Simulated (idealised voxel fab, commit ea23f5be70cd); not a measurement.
process module | voxel spacer lines
cross-section cut | 225 nm wide | cells 5 nm
A cross-section is a grid of square cells, given in bands from the top down. A band is one or more rows of cells.
Each band's line starts with the height of the band's top and of its bottom, in nm. Then come its materials from left to right, each with its width in nm. One material with "throughout" fills the band from edge to edge. "air" is empty space.
Height 0 is the level under which the wafer as received is all one material. The lowest band goes on downwards, as in "0 down".
A width such as "30 to 40" changes by the same amount from each row of cells to the next, from the band's top row to its bottom row.
"no change" after a step means that no cell of the cross-section changed.
closed voids: empty space of 8 cells or more with no open way to the top, each as width x height at its distance from the left edge, in nm
after a step's settings: what the simulator itself notes on the step
overlay nm, on a step with a mask: how far to the right of its planned place the mask lay; to the left if negative
plan
1 op RECEIVE | material Si
2 op CONFORMAL_DEP | material Al2O3 | thk nm 10
3 op DIRECTIONAL_DEP | material polySi | thk nm 10
4 op DIRECTIONAL_DEP | material aC | thk nm 25
5 op PATTERN | tone cover | mask id MANDREL | material resist | width nm 25 | pitch nm 70 | thk nm 30 | overlay nm 0
6 op DIRECTIONAL_ETCH | etch materials aC | depth nm 25
7 op STRIP | etch materials resist
8 op CONFORMAL_DEP | material SiO2 | thk nm 10
9 op DIRECTIONAL_ETCH | etch materials SiO2 | depth nm 10
10 op STRIP | etch materials aC
11 op DIRECTIONAL_ETCH | etch materials polySi | depth nm 10
12 op STRIP | etch materials SiO2
as received, after step 1
  0 down: Si throughout
  closed voids: none
first wafer at the end, as planned
  20 to 10: air 55 | polySi 10 | air 25 | polySi 10 | air 25 | polySi 10 | air 25 | polySi 10 | air 55
  10 to 0: Al2O3 throughout
  0 down: Si throughout
  closed voids: none
second wafer at the end: like start, like plan, one mistake
  20 to 10: air 65 | polySi 10 | air 5 | polySi 10 | air 45 | polySi 10 | air 5 | polySi 10 | air 65
  10 to 0: Al2O3 throughout
  0 down: Si throughout
  closed voids: none
what went wrong: step 5 ran as: op PATTERN | tone open | mask id MANDREL | material resist | width nm 25 | pitch nm 70 | thk nm 30 | overlay nm 0
at the end the second wafer has, in cells: as many of each material as the first, in other places
